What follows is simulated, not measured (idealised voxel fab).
Process module name: voxel air gaps
cross-section cut | 260 nm wide | cells 5 nm
If you're reading a cross-section in this doc, picture square cells in a grid; it comes to you as bands, top ones listed first down to the bottom, and a band can be one or more rows of cells. In this notation a band is specified by the heights of its top and bottom, in that order and in nm, after which its materials appear from left to right, each paired with its width in nm. The word "everywhere" attached to a single material means that material fills the band from edge to edge; the word "empty" stands for empty space. The level at which height equals 0 is the one under which the wafer, as it arrives, is entirely one material. No lower edge exists for the bottom band, which continues downward and is notated as in "0..down". When a width is written as two numbers, as in "30 to 40", the first number is the width in the top row of cells of the band and the second is the width in its bottom row, and the width changes by the same amount from each row to the next. Any step labelled "nothing was modified" changed none of the cells in the cross-section. Any empty space of 8 cells or more lacking an open way to the top shows up in "Closed void inventory" as width x height at distance, distance from the left edge, in nm. Step line, after settings: the simulator's comment on this step. overlay nm: where the mask lay relative to plan, measured to the right, on steps with a mask; negatives go left.

## The planned process steps are enumerated hereunder
1. RECEIVE | material Si
2. CONFORMAL_DEP | material SiO2 | thk nm 15
3. CONFORMAL_DEP | material SiCN | thk nm 5
4. DIRECTIONAL_DEP | material SiO2 | thk nm 40
5. PATTERN | tone open | mask id LINES | material resist | width nm 20 | pitch nm 45 | thk nm 20 | overlay nm 0
6. DIRECTIONAL_ETCH | etch materials SiO2 | depth nm 40
7. STRIP | etch materials resist
8. CONFORMAL_DEP | material TiN | thk nm 5
9. FILL_DEP | material Ru | thk nm 5
10. CMP | height nm 60
11. EPI | material Ru | thk nm 10
12. SELECTIVE_ETCH | etch materials SiO2 | depth nm 50
13. CONFORMAL_DEP | material SiCN | thk nm 5

## as received, after step 1
- 0..down = Si everywhere
- Closed void inventory: none

## Module complete - cross-section of the first of two wafers, run according to plan
- 75..70 = 35 empty / 185 SiCN / 40 empty
- 70..60 = 35 empty / 5 SiCN / 40 Ru / 5 SiCN / 40 Ru / 5 SiCN / 40 Ru / 5 SiCN / 40 Ru / 5 SiCN / 40 empty
- 60..55 = 35 empty / 15 SiCN / 5 TiN / 10 Ru / 5 TiN / 25 SiCN / 5 TiN / 10 Ru / 5 TiN / 25 SiCN / 5 TiN / 10 Ru / 5 TiN / 25 SiCN / 5 TiN / 10 Ru / 5 TiN / 15 SiCN / 40 empty
- 55..25 = 45 empty / 5 SiCN / 5 TiN / 10 Ru / 5 TiN / 5 SiCN / 15 empty / 5 SiCN / 5 TiN / 10 Ru / 5 TiN / 5 SiCN / 15 empty / 5 SiCN / 5 TiN / 10 Ru / 5 TiN / 5 SiCN / 15 empty / 5 SiCN / 5 TiN / 10 Ru / 5 TiN / 5 SiCN / 50 empty
- 25..20 = 50 SiCN / 20 TiN / 25 SiCN / 20 TiN / 25 SiCN / 20 TiN / 25 SiCN / 20 TiN / 55 SiCN
- 20..15 = SiCN everywhere
- 15..0 = SiO2 everywhere
- 0..down = Si everywhere
- Closed void inventory: 15 x 30 at 75; 15 x 30 at 120; 15 x 30 at 165

## Wafer two (of two), end-of-module cross-section: start = wafer one, plan = wafer one, one run mistake
- 75..70 = 35 empty / 185 SiCN / 40 empty
- 70..60 = 35 empty / 5 SiCN / 40 Ru / 5 SiCN / 40 Ru / 5 SiCN / 40 Ru / 5 SiCN / 40 Ru / 5 SiCN / 40 empty
- 60..25 = 35 empty / 5 SiCN / 10 Ru / 5 TiN / 10 Ru / 5 TiN / 10 Ru / 5 SiCN / 10 Ru / 5 TiN / 10 Ru / 5 TiN / 10 Ru / 5 SiCN / 10 Ru / 5 TiN / 10 Ru / 5 TiN / 10 Ru / 5 SiCN / 10 Ru / 5 TiN / 10 Ru / 5 TiN / 10 Ru / 5 SiCN / 40 empty
- 25..20 = 40 SiCN / 10 Ru / 20 TiN / 10 Ru / 5 SiCN / 10 Ru / 20 TiN / 10 Ru / 5 SiCN / 10 Ru / 20 TiN / 10 Ru / 5 SiCN / 10 Ru / 20 TiN / 10 Ru / 45 SiCN
- 20..15 = SiCN everywhere
- 15..0 = SiO2 everywhere
- 0..down = Si everywhere
- Closed void inventory: none
what went wrong: mixed up steps 11 and 12 - ran each in the other's place
at the end the second wafer has, in cells: Ru: 128 more, SiCN: 50 fewer
Upon completion, the first wafer exhibits 3 closed voids and the second wafer exhibits 0.
